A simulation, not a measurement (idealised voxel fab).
Process module in this document: voxel wiring stack
Cross-section cut: width 240 nm, square cells of 5 nm.
Format of a cross-section: grid, square cells. Given as bands. Order: top down. Band: one or more rows of cells.
Look at the band entry: it leads with the top's height and the bottom's height in nm. Then it lists the materials left to right, with a width in nm for each. The word "throughout" on a single material says that material fills the band edge to edge. The word "air" is empty space.
Heights from 0 (as-received wafer is one material below). Bottom band endless downward, as "from 0 down".
A width given as "30..40" starts at the first number in the band's top row and ends at the second number in its bottom row, shifting by an equal amount at every step from row to row.
Where the words "remained unchanged" appear for a step, the cross-section shows no cell changed by that step; every cell remained as before.
"Trapped cavities" specifies each empty space that is not open to the top and that occupies no fewer than 8 cells, using the form width x height at distance, the distance measured from the left edge and all three quantities in nm.
Text after the settings on a step's line: the simulator's own remark on that step.
overlay nm: mask right of planned place by this much (step with mask). Neg. = left.
Steps planned for the process:
1 RECEIVE with material Si
2 CONFORMAL_DEP with material SiO2, thk nm 15
3 DIRECTIONAL_DEP with material TiN, thk nm 5
4 DIRECTIONAL_DEP with material W, thk nm 20
5 PATTERN with tone cover, mask id METAL_1, material resist, width nm 25, pitch nm 45, thk nm 15, overlay nm 0
6 DIRECTIONAL_ETCH with etch materials W, depth nm 20
7 DIRECTIONAL_ETCH with etch materials TiN, depth nm 5
8 STRIP with etch materials resist
9 FILL_DEP with material SiO2, thk nm 10
10 CMP with height nm 40
11 CONFORMAL_DEP with material SiCN, thk nm 5
12 DIRECTIONAL_DEP with material SiO2, thk nm 25
13 MASKED_ETCH with tone open, mask id METAL_2_HOLES, width nm 15, pitch nm 90, etch materials SiO2, depth nm 25, overlay nm 0
14 PATTERN with tone open, mask id METAL_2, material resist, width nm 25, pitch nm 45, thk nm 15, overlay nm 0
15 DIRECTIONAL_ETCH with etch materials SiO2, depth nm 15
16 DIRECTIONAL_ETCH with etch materials SiCN, depth nm 5
17 STRIP with etch materials resist
18 CONFORMAL_DEP with material TiN, thk nm 5
19 FILL_DEP with material Cu, thk nm 10
20 CMP with height nm 70
21 CONFORMAL_DEP with material SiCN, thk nm 5
22 DIRECTIONAL_DEP with material SiO2, thk nm 35
23 DIRECTIONAL_DEP with material aC, thk nm 15
24 PATTERN with tone open, mask id METAL_3, material resist, width nm 25, pitch nm 45, thk nm 35, overlay nm 0
25 DIRECTIONAL_ETCH with etch materials aC, depth nm 15
26 STRIP with etch materials resist
27 DIRECTIONAL_ETCH with etch materials SiO2, depth nm 20
28 STRIP with etch materials aC
29 PATTERN with tone open, mask id METAL_3_HOLES, material resist, width nm 15, pitch nm 90, thk nm 20, overlay nm 0
30 DIRECTIONAL_ETCH with etch materials SiO2, depth nm 15
31 DIRECTIONAL_ETCH with etch materials SiCN, depth nm 5
32 STRIP with etch materials resist
33 CONFORMAL_DEP with material TiN, thk nm 5
34 FILL_DEP with material Ru, thk nm 10
35 CMP with height nm 110
36 CONFORMAL_DEP with material SiCN, thk nm 5
37 DIRECTIONAL_DEP with material SiO2, thk nm 25
38 DIRECTIONAL_DEP with material aC, thk nm 15
39 PATTERN with tone open, mask id METAL_4, material resist, width nm 25, pitch nm 45, thk nm 30, overlay nm 0
40 DIRECTIONAL_ETCH with etch materials aC, depth nm 15
41 STRIP with etch materials resist
42 DIRECTIONAL_ETCH with etch materials SiO2, depth nm 15
43 STRIP with etch materials aC
44 PATTERN with tone open, mask id METAL_4_HOLES, material resist, width nm 15, pitch nm 90, thk nm 20, overlay nm 0
45 DIRECTIONAL_ETCH with etch materials SiO2, depth nm 10
46 DIRECTIONAL_ETCH with etch materials SiCN, depth nm 5
47 STRIP with etch materials resist
48 CONFORMAL_DEP with material TiN, thk nm 5
49 FILL_DEP with material Cu, thk nm 10
50 CMP with height nm 140
51 CONFORMAL_DEP with material SiN, thk nm 5
What follows covers the first of two wafers; it ran as planned:
This is the cross-section of the wafer as we received it, i.e. after step 1:
	from 0 down | Si throughout
	Trapped cavities: none
State of the wafer after step 2, shown in cross-section:
	from 15 to 0 | SiO2 throughout
	Under 0: no change, same as before.
State of the wafer after step 3, shown in cross-section:
	from 20 to 15 | TiN throughout
	Under 15: no change, same as before.
State of the wafer after step 4, shown in cross-section:
	from 40 to 20 | W throughout
	Under 20: no change, same as before.
State of the wafer after step 5, shown in cross-section:
	from 55 to 40 | air=60 | resist=25 | air=20 | resist=25 | air=20 | resist=25 | air=65
	Under 40: no change, same as before.
State of the wafer after step 6, shown in cross-section:
	from 55 to 40 | air=60 | resist=25 | air=20 | resist=25 | air=20 | resist=25 | air=65
	from 40 to 20 | air=60 | W=25 | air=20 | W=25 | air=20 | W=25 | air=65
	Under 20: no change, same as before.
State of the wafer after step 7, shown in cross-section:
	from 55 to 40 | air=60 | resist=25 | air=20 | resist=25 | air=20 | resist=25 | air=65
	from 40 to 20 | air=60 | W=25 | air=20 | W=25 | air=20 | W=25 | air=65
	from 20 to 15 | air=60 | TiN=25 | air=20 | TiN=25 | air=20 | TiN=25 | air=65
	Under 15: no change, same as before.
State of the wafer after step 8, shown in cross-section:
	from 40 to 20 | air=60 | W=25 | air=20 | W=25 | air=20 | W=25 | air=65
	Under 20: no change, same as before.
State of the wafer after step 9, shown in cross-section:
	from 50 to 40 | SiO2 throughout
	from 40 to 20 | SiO2=60 | W=25 | SiO2=20 | W=25 | SiO2=20 | W=25 | SiO2=65
	from 20 to 15 | SiO2=60 | TiN=25 | SiO2=20 | TiN=25 | SiO2=20 | TiN=25 | SiO2=65
	Under 15: no change, same as before.
State of the wafer after step 10, shown in cross-section:
	from 40 to 20 | SiO2=60 | W=25 | SiO2=20 | W=25 | SiO2=20 | W=25 | SiO2=65
	Under 20: no change, same as before.
State of the wafer after step 11, shown in cross-section:
	from 45 to 40 | SiCN throughout
	Under 40: no change, same as before.
State of the wafer after step 12, shown in cross-section:
	from 70 to 45 | SiO2 throughout
	Under 45: no change, same as before.
State of the wafer after step 13, shown in cross-section:
	from 70 to 45 | SiO2=60 | air=15 | SiO2=75 | air=15 | SiO2=75
	Under 45: no change, same as before.
State of the wafer after step 14, shown in cross-section:
	from 85 to 70 | resist=60 | air=25 | resist=20 | air=25 | resist=20 | air=25 | resist=65
	Under 70: no change, same as before.
State of the wafer after step 15, shown in cross-section:
	from 85 to 70 | resist=60 | air=25 | resist=20 | air=25 | resist=20 | air=25 | resist=65
	from 70 to 55 | SiO2=60 | air=25 | SiO2=20 | air=25 | SiO2=20 | air=25 | SiO2=65
	Under 55: no change, same as before.
State of the wafer after step 16, shown in cross-section:
	from 85 to 70 | resist=60 | air=25 | resist=20 | air=25 | resist=20 | air=25 | resist=65
	from 70 to 55 | SiO2=60 | air=25 | SiO2=20 | air=25 | SiO2=20 | air=25 | SiO2=65
	from 55 to 45 | SiO2=60 | air=15 | SiO2=75 | air=15 | SiO2=75
	from 45 to 40 | SiCN=60 | air=15 | SiCN=75 | air=15 | SiCN=75
	Under 40: no change, same as before.
State of the wafer after step 17, shown in cross-section:
	from 70 to 55 | SiO2=60 | air=25 | SiO2=20 | air=25 | SiO2=20 | air=25 | SiO2=65
	Under 55: no change, same as before.
State of the wafer after step 18, shown in cross-section:
	from 75 to 70 | TiN=65 | air=15 | TiN=30 | air=15 | TiN=30 | air=15 | TiN=70
	from 70 to 60 | SiO2=60 | TiN=5 | air=15 | TiN=5 | SiO2=20 | TiN=5 | air=15 | TiN=5 | SiO2=20 | TiN=5 | air=15 | TiN=5 | SiO2=65
	from 60 to 55 | SiO2=60 | TiN=5 | air=5 | TiN=15 | SiO2=20 | TiN=25 | SiO2=20 | TiN=5 | air=5 | TiN=15 | SiO2=65
	from 55 to 45 | SiO2=60 | TiN=5 | air=5 | TiN=5 | SiO2=75 | TiN=5 | air=5 | TiN=5 | SiO2=75
	from 45 to 40 | SiCN=60 | TiN=15 | SiCN=75 | TiN=15 | SiCN=75
	Under 40: no change, same as before.
State of the wafer after step 19, shown in cross-section:
	from 85 to 75 | Cu throughout
	from 75 to 70 | TiN=65 | Cu=15 | TiN=30 | Cu=15 | TiN=30 | Cu=15 | TiN=70
	from 70 to 60 | SiO2=60 | TiN=5 | Cu=15 | TiN=5 | SiO2=20 | TiN=5 | Cu=15 | TiN=5 | SiO2=20 | TiN=5 | Cu=15 | TiN=5 | SiO2=65
	from 60 to 55 | SiO2=60 | TiN=5 | Cu=5 | TiN=15 | SiO2=20 | TiN=25 | SiO2=20 | TiN=5 | Cu=5 | TiN=15 | SiO2=65
	from 55 to 45 | SiO2=60 | TiN=5 | Cu=5 | TiN=5 | SiO2=75 | TiN=5 | Cu=5 | TiN=5 | SiO2=75
	Under 45: no change, same as before.
State of the wafer after step 20, shown in cross-section:
	from 70 to 60 | SiO2=60 | TiN=5 | Cu=15 | TiN=5 | SiO2=20 | TiN=5 | Cu=15 | TiN=5 | SiO2=20 | TiN=5 | Cu=15 | TiN=5 | SiO2=65
	Under 60: no change, same as before.
State of the wafer after step 21, shown in cross-section:
	from 75 to 70 | SiCN throughout
	Under 70: no change, same as before.
State of the wafer after step 22, shown in cross-section:
	from 110 to 75 | SiO2 throughout
	Under 75: no change, same as before.
State of the wafer after step 23, shown in cross-section:
	from 125 to 110 | aC throughout
	Under 110: no change, same as before.
State of the wafer after step 24, shown in cross-section:
	from 160 to 125 | resist=60 | air=25 | resist=20 | air=25 | resist=20 | air=25 | resist=65
	Under 125: no change, same as before.
State of the wafer after step 25, shown in cross-section:
	from 145 to 125 | resist=60 | air=25 | resist=20 | air=25 | resist=20 | air=25 | resist=65
	from 125 to 110 | aC=60 | air=25 | aC=20 | air=25 | aC=20 | air=25 | aC=65
	Under 110: no change, same as before.
State of the wafer after step 26, shown in cross-section:
	from 125 to 110 | aC=60 | air=25 | aC=20 | air=25 | aC=20 | air=25 | aC=65
	Under 110: no change, same as before.
State of the wafer after step 27, shown in cross-section:
	from 125 to 110 | aC=60 | air=25 | aC=20 | air=25 | aC=20 | air=25 | aC=65
	from 110 to 90 | SiO2=60 | air=25 | SiO2=20 | air=25 | SiO2=20 | air=25 | SiO2=65
	Under 90: no change, same as before.
State of the wafer after step 28, shown in cross-section:
	from 110 to 90 | SiO2=60 | air=25 | SiO2=20 | air=25 | SiO2=20 | air=25 | SiO2=65
	Under 90: no change, same as before.
State of the wafer after step 29, shown in cross-section:
	from 130 to 110 | resist=60 | air=15 | resist=75 | air=15 | resist=75
	from 110 to 90 | SiO2=60 | air=15 | resist=10 | SiO2=20 | resist=25 | SiO2=20 | air=15 | resist=10 | SiO2=65
	Under 90: no change, same as before.
State of the wafer after step 30, shown in cross-section:
	from 130 to 110 | resist=60 | air=15 | resist=75 | air=15 | resist=75
	from 110 to 90 | SiO2=60 | air=15 | resist=10 | SiO2=20 | resist=25 | SiO2=20 | air=15 | resist=10 | SiO2=65
	from 90 to 75 | SiO2=60 | air=15 | SiO2=75 | air=15 | SiO2=75
	Under 75: no change, same as before.
State of the wafer after step 31, shown in cross-section:
	from 130 to 110 | resist=60 | air=15 | resist=75 | air=15 | resist=75
	from 110 to 90 | SiO2=60 | air=15 | resist=10 | SiO2=20 | resist=25 | SiO2=20 | air=15 | resist=10 | SiO2=65
	from 90 to 75 | SiO2=60 | air=15 | SiO2=75 | air=15 | SiO2=75
	from 75 to 70 | SiCN=60 | air=15 | SiCN=75 | air=15 | SiCN=75
	Under 70: no change, same as before.
State of the wafer after step 32, shown in cross-section:
	from 110 to 90 | SiO2=60 | air=25 | SiO2=20 | air=25 | SiO2=20 | air=25 | SiO2=65
	Under 90: no change, same as before.
State of the wafer after step 33, shown in cross-section:
	from 115 to 110 | TiN=65 | air=15 | TiN=30 | air=15 | TiN=30 | air=15 | TiN=70
	from 110 to 95 | SiO2=60 | TiN=5 | air=15 | TiN=5 | SiO2=20 | TiN=5 | air=15 | TiN=5 | SiO2=20 | TiN=5 | air=15 | TiN=5 | SiO2=65
	from 95 to 90 | SiO2=60 | TiN=5 | air=5 | TiN=15 | SiO2=20 | TiN=25 | SiO2=20 | TiN=5 | air=5 | TiN=15 | SiO2=65
	from 90 to 75 | SiO2=60 | TiN=5 | air=5 | TiN=5 | SiO2=75 | TiN=5 | air=5 | TiN=5 | SiO2=75
	from 75 to 70 | SiCN=60 | TiN=15 | SiCN=75 | TiN=15 | SiCN=75
	Under 70: no change, same as before.
State of the wafer after step 34, shown in cross-section:
	from 125 to 115 | Ru throughout
	from 115 to 110 | TiN=65 | Ru=15 | TiN=30 | Ru=15 | TiN=30 | Ru=15 | TiN=70
	from 110 to 95 | SiO2=60 | TiN=5 | Ru=15 | TiN=5 | SiO2=20 | TiN=5 | Ru=15 | TiN=5 | SiO2=20 | TiN=5 | Ru=15 | TiN=5 | SiO2=65
	from 95 to 90 | SiO2=60 | TiN=5 | Ru=5 | TiN=15 | SiO2=20 | TiN=25 | SiO2=20 | TiN=5 | Ru=5 | TiN=15 | SiO2=65
	from 90 to 75 | SiO2=60 | TiN=5 | Ru=5 | TiN=5 | SiO2=75 | TiN=5 | Ru=5 | TiN=5 | SiO2=75
	Under 75: no change, same as before.
State of the wafer after step 35, shown in cross-section:
	from 110 to 95 | SiO2=60 | TiN=5 | Ru=15 | TiN=5 | SiO2=20 | TiN=5 | Ru=15 | TiN=5 | SiO2=20 | TiN=5 | Ru=15 | TiN=5 | SiO2=65
	Under 95: no change, same as before.
State of the wafer after step 36, shown in cross-section:
	from 115 to 110 | SiCN throughout
	Under 110: no change, same as before.
State of the wafer after step 37, shown in cross-section:
	from 140 to 115 | SiO2 throughout
	Under 115: no change, same as before.
State of the wafer after step 38, shown in cross-section:
	from 155 to 140 | aC throughout
	Under 140: no change, same as before.
State of the wafer after step 39, shown in cross-section:
	from 185 to 155 | resist=60 | air=25 | resist=20 | air=25 | resist=20 | air=25 | resist=65
	Under 155: no change, same as before.
State of the wafer after step 40, shown in cross-section:
	from 170 to 155 | resist=60 | air=25 | resist=20 | air=25 | resist=20 | air=25 | resist=65
	from 155 to 140 | aC=60 | air=25 | aC=20 | air=25 | aC=20 | air=25 | aC=65
	Under 140: no change, same as before.
State of the wafer after step 41, shown in cross-section:
	from 155 to 140 | aC=60 | air=25 | aC=20 | air=25 | aC=20 | air=25 | aC=65
	Under 140: no change, same as before.
State of the wafer after step 42, shown in cross-section:
	from 155 to 140 | aC=60 | air=25 | aC=20 | air=25 | aC=20 | air=25 | aC=65
	from 140 to 125 | SiO2=60 | air=25 | SiO2=20 | air=25 | SiO2=20 | air=25 | SiO2=65
	Under 125: no change, same as before.
State of the wafer after step 43, shown in cross-section:
	from 140 to 125 | SiO2=60 | air=25 | SiO2=20 | air=25 | SiO2=20 | air=25 | SiO2=65
	Under 125: no change, same as before.
State of the wafer after step 44, shown in cross-section:
	from 160 to 140 | resist=60 | air=15 | resist=75 | air=15 | resist=75
	from 140 to 125 | SiO2=60 | air=15 | resist=10 | SiO2=20 | resist=25 | SiO2=20 | air=15 | resist=10 | SiO2=65
	Under 125: no change, same as before.
State of the wafer after step 45, shown in cross-section:
	from 160 to 140 | resist=60 | air=15 | resist=75 | air=15 | resist=75
	from 140 to 125 | SiO2=60 | air=15 | resist=10 | SiO2=20 | resist=25 | SiO2=20 | air=15 | resist=10 | SiO2=65
	from 125 to 115 | SiO2=60 | air=15 | SiO2=75 | air=15 | SiO2=75
	Under 115: no change, same as before.
State of the wafer after step 46, shown in cross-section:
	from 160 to 140 | resist=60 | air=15 | resist=75 | air=15 | resist=75
	from 140 to 125 | SiO2=60 | air=15 | resist=10 | SiO2=20 | resist=25 | SiO2=20 | air=15 | resist=10 | SiO2=65
	from 125 to 115 | SiO2=60 | air=15 | SiO2=75 | air=15 | SiO2=75
	from 115 to 110 | SiCN=60 | air=15 | SiCN=75 | air=15 | SiCN=75
	Under 110: no change, same as before.
State of the wafer after step 47, shown in cross-section:
	from 140 to 125 | SiO2=60 | air=25 | SiO2=20 | air=25 | SiO2=20 | air=25 | SiO2=65
	Under 125: no change, same as before.
State of the wafer after step 48, shown in cross-section:
	from 145 to 140 | TiN=65 | air=15 | TiN=30 | air=15 | TiN=30 | air=15 | TiN=70
	from 140 to 130 | SiO2=60 | TiN=5 | air=15 | TiN=5 | SiO2=20 | TiN=5 | air=15 | TiN=5 | SiO2=20 | TiN=5 | air=15 | TiN=5 | SiO2=65
	from 130 to 125 | SiO2=60 | TiN=5 | air=5 | TiN=15 | SiO2=20 | TiN=25 | SiO2=20 | TiN=5 | air=5 | TiN=15 | SiO2=65
	from 125 to 115 | SiO2=60 | TiN=5 | air=5 | TiN=5 | SiO2=75 | TiN=5 | air=5 | TiN=5 | SiO2=75
	from 115 to 110 | SiCN=60 | TiN=15 | SiCN=75 | TiN=15 | SiCN=75
	Under 110: no change, same as before.
State of the wafer after step 49, shown in cross-section:
	from 155 to 145 | Cu throughout
	from 145 to 140 | TiN=65 | Cu=15 | TiN=30 | Cu=15 | TiN=30 | Cu=15 | TiN=70
	from 140 to 130 | SiO2=60 | TiN=5 | Cu=15 | TiN=5 | SiO2=20 | TiN=5 | Cu=15 | TiN=5 | SiO2=20 | TiN=5 | Cu=15 | TiN=5 | SiO2=65
	from 130 to 125 | SiO2=60 | TiN=5 | Cu=5 | TiN=15 | SiO2=20 | TiN=25 | SiO2=20 | TiN=5 | Cu=5 | TiN=15 | SiO2=65
	from 125 to 115 | SiO2=60 | TiN=5 | Cu=5 | TiN=5 | SiO2=75 | TiN=5 | Cu=5 | TiN=5 | SiO2=75
	Under 115: no change, same as before.
State of the wafer after step 50, shown in cross-section:
	from 140 to 130 | SiO2=60 | TiN=5 | Cu=15 | TiN=5 | SiO2=20 | TiN=5 | Cu=15 | TiN=5 | SiO2=20 | TiN=5 | Cu=15 | TiN=5 | SiO2=65
	Under 130: no change, same as before.
State of the wafer after step 51, shown in cross-section:
	from 145 to 140 | SiN throughout
	Under 140: no change, same as before.
Now the other wafer: same start, same recipe, but we messed up one thing when running it. Up to and including step 9 it's the same as the first one:
Planned end of step 10: second wafer, cross-section:
	from 45 to 40 | SiO2 throughout
	Under 40: no change, same as before.
Planned end of step 11: second wafer, cross-section:
	from 50 to 45 | SiCN throughout
	Under 45: no change, same as before.
Planned end of step 12: second wafer, cross-section:
	from 75 to 50 | SiO2 throughout
	Under 50: no change, same as before.
Planned end of step 13: second wafer, cross-section:
	from 75 to 50 | SiO2=60 | air=15 | SiO2=75 | air=15 | SiO2=75
	Under 50: no change, same as before.
Planned end of step 14: second wafer, cross-section:
	from 90 to 75 | resist=60 | air=25 | resist=20 | air=25 | resist=20 | air=25 | resist=65
	Under 75: no change, same as before.
Planned end of step 15: second wafer, cross-section:
	from 90 to 75 | resist=60 | air=25 | resist=20 | air=25 | resist=20 | air=25 | resist=65
	from 75 to 60 | SiO2=60 | air=25 | SiO2=20 | air=25 | SiO2=20 | air=25 | SiO2=65
	Under 60: no change, same as before.
Planned end of step 16: second wafer, cross-section:
	from 90 to 75 | resist=60 | air=25 | resist=20 | air=25 | resist=20 | air=25 | resist=65
	from 75 to 60 | SiO2=60 | air=25 | SiO2=20 | air=25 | SiO2=20 | air=25 | SiO2=65
	from 60 to 50 | SiO2=60 | air=15 | SiO2=75 | air=15 | SiO2=75
	from 50 to 45 | SiCN=60 | air=15 | SiCN=75 | air=15 | SiCN=75
	Under 45: no change, same as before.
Planned end of step 17: second wafer, cross-section:
	from 75 to 60 | SiO2=60 | air=25 | SiO2=20 | air=25 | SiO2=20 | air=25 | SiO2=65
	Under 60: no change, same as before.
Planned end of step 18: second wafer, cross-section:
	from 80 to 75 | TiN=65 | air=15 | TiN=30 | air=15 | TiN=30 | air=15 | TiN=70
	from 75 to 65 | SiO2=60 | TiN=5 | air=15 | TiN=5 | SiO2=20 | TiN=5 | air=15 | TiN=5 | SiO2=20 | TiN=5 | air=15 | TiN=5 | SiO2=65
	from 65 to 60 | SiO2=60 | TiN=5 | air=5 | TiN=15 | SiO2=20 | TiN=25 | SiO2=20 | TiN=5 | air=5 | TiN=15 | SiO2=65
	from 60 to 50 | SiO2=60 | TiN=5 | air=5 | TiN=5 | SiO2=75 | TiN=5 | air=5 | TiN=5 | SiO2=75
	from 50 to 45 | SiCN=60 | TiN=15 | SiCN=75 | TiN=15 | SiCN=75
	Under 45: no change, same as before.
Planned end of step 19: second wafer, cross-section:
	from 90 to 80 | Cu throughout
	from 80 to 75 | TiN=65 | Cu=15 | TiN=30 | Cu=15 | TiN=30 | Cu=15 | TiN=70
	from 75 to 65 | SiO2=60 | TiN=5 | Cu=15 | TiN=5 | SiO2=20 | TiN=5 | Cu=15 | TiN=5 | SiO2=20 | TiN=5 | Cu=15 | TiN=5 | SiO2=65
	from 65 to 60 | SiO2=60 | TiN=5 | Cu=5 | TiN=15 | SiO2=20 | TiN=25 | SiO2=20 | TiN=5 | Cu=5 | TiN=15 | SiO2=65
	from 60 to 50 | SiO2=60 | TiN=5 | Cu=5 | TiN=5 | SiO2=75 | TiN=5 | Cu=5 | TiN=5 | SiO2=75
	Under 50: no change, same as before.
Planned end of step 20: second wafer, cross-section:
	from 70 to 65 | SiO2=60 | TiN=5 | Cu=15 | TiN=5 | SiO2=20 | TiN=5 | Cu=15 | TiN=5 | SiO2=20 | TiN=5 | Cu=15 | TiN=5 | SiO2=65
	Under 65: no change, same as before.
Planned end of step 21: second wafer, cross-section:
	from 75 to 70 | SiCN throughout
	Under 70: no change, same as before.
Planned end of step 22: second wafer, cross-section:
	from 110 to 75 | SiO2 throughout
	Under 75: no change, same as before.
Planned end of step 23: second wafer, cross-section:
	from 125 to 110 | aC throughout
	Under 110: no change, same as before.
Planned end of step 24: second wafer, cross-section:
	from 160 to 125 | resist=60 | air=25 | resist=20 | air=25 | resist=20 | air=25 | resist=65
	Under 125: no change, same as before.
Planned end of step 25: second wafer, cross-section:
	from 145 to 125 | resist=60 | air=25 | resist=20 | air=25 | resist=20 | air=25 | resist=65
	from 125 to 110 | aC=60 | air=25 | aC=20 | air=25 | aC=20 | air=25 | aC=65
	Under 110: no change, same as before.
Planned end of step 26: second wafer, cross-section:
	from 125 to 110 | aC=60 | air=25 | aC=20 | air=25 | aC=20 | air=25 | aC=65
	Under 110: no change, same as before.
Planned end of step 27: second wafer, cross-section:
	from 125 to 110 | aC=60 | air=25 | aC=20 | air=25 | aC=20 | air=25 | aC=65
	from 110 to 90 | SiO2=60 | air=25 | SiO2=20 | air=25 | SiO2=20 | air=25 | SiO2=65
	Under 90: no change, same as before.
Planned end of step 28: second wafer, cross-section:
	from 110 to 90 | SiO2=60 | air=25 | SiO2=20 | air=25 | SiO2=20 | air=25 | SiO2=65
	Under 90: no change, same as before.
Planned end of step 29: second wafer, cross-section:
	from 130 to 110 | resist=60 | air=15 | resist=75 | air=15 | resist=75
	from 110 to 90 | SiO2=60 | air=15 | resist=10 | SiO2=20 | resist=25 | SiO2=20 | air=15 | resist=10 | SiO2=65
	Under 90: no change, same as before.
Planned end of step 30: second wafer, cross-section:
	from 130 to 110 | resist=60 | air=15 | resist=75 | air=15 | resist=75
	from 110 to 90 | SiO2=60 | air=15 | resist=10 | SiO2=20 | resist=25 | SiO2=20 | air=15 | resist=10 | SiO2=65
	from 90 to 75 | SiO2=60 | air=15 | SiO2=75 | air=15 | SiO2=75
	Under 75: no change, same as before.
Planned end of step 31: second wafer, cross-section:
	from 130 to 110 | resist=60 | air=15 | resist=75 | air=15 | resist=75
	from 110 to 90 | SiO2=60 | air=15 | resist=10 | SiO2=20 | resist=25 | SiO2=20 | air=15 | resist=10 | SiO2=65
	from 90 to 75 | SiO2=60 | air=15 | SiO2=75 | air=15 | SiO2=75
	from 75 to 70 | SiCN=60 | air=15 | SiCN=75 | air=15 | SiCN=75
	Under 70: no change, same as before.
Planned end of step 32: second wafer, cross-section:
	from 110 to 90 | SiO2=60 | air=25 | SiO2=20 | air=25 | SiO2=20 | air=25 | SiO2=65
	Under 90: no change, same as before.
Planned end of step 33: second wafer, cross-section:
	from 115 to 110 | TiN=65 | air=15 | TiN=30 | air=15 | TiN=30 | air=15 | TiN=70
	from 110 to 95 | SiO2=60 | TiN=5 | air=15 | TiN=5 | SiO2=20 | TiN=5 | air=15 | TiN=5 | SiO2=20 | TiN=5 | air=15 | TiN=5 | SiO2=65
	from 95 to 90 | SiO2=60 | TiN=5 | air=5 | TiN=15 | SiO2=20 | TiN=25 | SiO2=20 | TiN=5 | air=5 | TiN=15 | SiO2=65
	from 90 to 75 | SiO2=60 | TiN=5 | air=5 | TiN=5 | SiO2=75 | TiN=5 | air=5 | TiN=5 | SiO2=75
	from 75 to 70 | SiCN=60 | TiN=15 | SiCN=75 | TiN=15 | SiCN=75
	Under 70: no change, same as before.
Planned end of step 34: second wafer, cross-section:
	from 125 to 115 | Ru throughout
	from 115 to 110 | TiN=65 | Ru=15 | TiN=30 | Ru=15 | TiN=30 | Ru=15 | TiN=70
	from 110 to 95 | SiO2=60 | TiN=5 | Ru=15 | TiN=5 | SiO2=20 | TiN=5 | Ru=15 | TiN=5 | SiO2=20 | TiN=5 | Ru=15 | TiN=5 | SiO2=65
	from 95 to 90 | SiO2=60 | TiN=5 | Ru=5 | TiN=15 | SiO2=20 | TiN=25 | SiO2=20 | TiN=5 | Ru=5 | TiN=15 | SiO2=65
	from 90 to 75 | SiO2=60 | TiN=5 | Ru=5 | TiN=5 | SiO2=75 | TiN=5 | Ru=5 | TiN=5 | SiO2=75
	Under 75: no change, same as before.
Planned end of step 35: second wafer, cross-section:
	from 110 to 95 | SiO2=60 | TiN=5 | Ru=15 | TiN=5 | SiO2=20 | TiN=5 | Ru=15 | TiN=5 | SiO2=20 | TiN=5 | Ru=15 | TiN=5 | SiO2=65
	Under 95: no change, same as before.
Planned end of step 36: second wafer, cross-section:
	from 115 to 110 | SiCN throughout
	Under 110: no change, same as before.
Planned end of step 37: second wafer, cross-section:
	from 140 to 115 | SiO2 throughout
	Under 115: no change, same as before.
Planned end of step 38: second wafer, cross-section:
	from 155 to 140 | aC throughout
	Under 140: no change, same as before.
Planned end of step 39: second wafer, cross-section:
	from 185 to 155 | resist=60 | air=25 | resist=20 | air=25 | resist=20 | air=25 | resist=65
	Under 155: no change, same as before.
Planned end of step 40: second wafer, cross-section:
	from 170 to 155 | resist=60 | air=25 | resist=20 | air=25 | resist=20 | air=25 | resist=65
	from 155 to 140 | aC=60 | air=25 | aC=20 | air=25 | aC=20 | air=25 | aC=65
	Under 140: no change, same as before.
Planned end of step 41: second wafer, cross-section:
	from 155 to 140 | aC=60 | air=25 | aC=20 | air=25 | aC=20 | air=25 | aC=65
	Under 140: no change, same as before.
Planned end of step 42: second wafer, cross-section:
	from 155 to 140 | aC=60 | air=25 | aC=20 | air=25 | aC=20 | air=25 | aC=65
	from 140 to 125 | SiO2=60 | air=25 | SiO2=20 | air=25 | SiO2=20 | air=25 | SiO2=65
	Under 125: no change, same as before.
Planned end of step 43: second wafer, cross-section:
	from 140 to 125 | SiO2=60 | air=25 | SiO2=20 | air=25 | SiO2=20 | air=25 | SiO2=65
	Under 125: no change, same as before.
Planned end of step 44: second wafer, cross-section:
	from 160 to 140 | resist=60 | air=15 | resist=75 | air=15 | resist=75
	from 140 to 125 | SiO2=60 | air=15 | resist=10 | SiO2=20 | resist=25 | SiO2=20 | air=15 | resist=10 | SiO2=65
	Under 125: no change, same as before.
Planned end of step 45: second wafer, cross-section:
	from 160 to 140 | resist=60 | air=15 | resist=75 | air=15 | resist=75
	from 140 to 125 | SiO2=60 | air=15 | resist=10 | SiO2=20 | resist=25 | SiO2=20 | air=15 | resist=10 | SiO2=65
	from 125 to 115 | SiO2=60 | air=15 | SiO2=75 | air=15 | SiO2=75
	Under 115: no change, same as before.
Planned end of step 46: second wafer, cross-section:
	from 160 to 140 | resist=60 | air=15 | resist=75 | air=15 | resist=75
	from 140 to 125 | SiO2=60 | air=15 | resist=10 | SiO2=20 | resist=25 | SiO2=20 | air=15 | resist=10 | SiO2=65
	from 125 to 115 | SiO2=60 | air=15 | SiO2=75 | air=15 | SiO2=75
	from 115 to 110 | SiCN=60 | air=15 | SiCN=75 | air=15 | SiCN=75
	Under 110: no change, same as before.
Planned end of step 47: second wafer, cross-section:
	from 140 to 125 | SiO2=60 | air=25 | SiO2=20 | air=25 | SiO2=20 | air=25 | SiO2=65
	Under 125: no change, same as before.
Planned end of step 48: second wafer, cross-section:
	from 145 to 140 | TiN=65 | air=15 | TiN=30 | air=15 | TiN=30 | air=15 | TiN=70
	from 140 to 130 | SiO2=60 | TiN=5 | air=15 | TiN=5 | SiO2=20 | TiN=5 | air=15 | TiN=5 | SiO2=20 | TiN=5 | air=15 | TiN=5 | SiO2=65
	from 130 to 125 | SiO2=60 | TiN=5 | air=5 | TiN=15 | SiO2=20 | TiN=25 | SiO2=20 | TiN=5 | air=5 | TiN=15 | SiO2=65
	from 125 to 115 | SiO2=60 | TiN=5 | air=5 | TiN=5 | SiO2=75 | TiN=5 | air=5 | TiN=5 | SiO2=75
	from 115 to 110 | SiCN=60 | TiN=15 | SiCN=75 | TiN=15 | SiCN=75
	Under 110: no change, same as before.
Planned end of step 49: second wafer, cross-section:
	from 155 to 145 | Cu throughout
	from 145 to 140 | TiN=65 | Cu=15 | TiN=30 | Cu=15 | TiN=30 | Cu=15 | TiN=70
	from 140 to 130 | SiO2=60 | TiN=5 | Cu=15 | TiN=5 | SiO2=20 | TiN=5 | Cu=15 | TiN=5 | SiO2=20 | TiN=5 | Cu=15 | TiN=5 | SiO2=65
	from 130 to 125 | SiO2=60 | TiN=5 | Cu=5 | TiN=15 | SiO2=20 | TiN=25 | SiO2=20 | TiN=5 | Cu=5 | TiN=15 | SiO2=65
	from 125 to 115 | SiO2=60 | TiN=5 | Cu=5 | TiN=5 | SiO2=75 | TiN=5 | Cu=5 | TiN=5 | SiO2=75
	Under 115: no change, same as before.
Planned end of step 50: second wafer, cross-section:
	from 140 to 130 | SiO2=60 | TiN=5 | Cu=15 | TiN=5 | SiO2=20 | TiN=5 | Cu=15 | TiN=5 | SiO2=20 | TiN=5 | Cu=15 | TiN=5 | SiO2=65
	Under 130: no change, same as before.
Planned end of step 51: second wafer, cross-section:
	from 145 to 140 | SiN throughout
	Under 140: no change, same as before.
Short version of what went wrong: rather than as planned, step 10 actually ran as CMP with height nm 45
Looking at both finished wafers in cells, the second ends up ahead of or behind the first on some materials: -9 Cu; +15 SiO2; -6 TiN
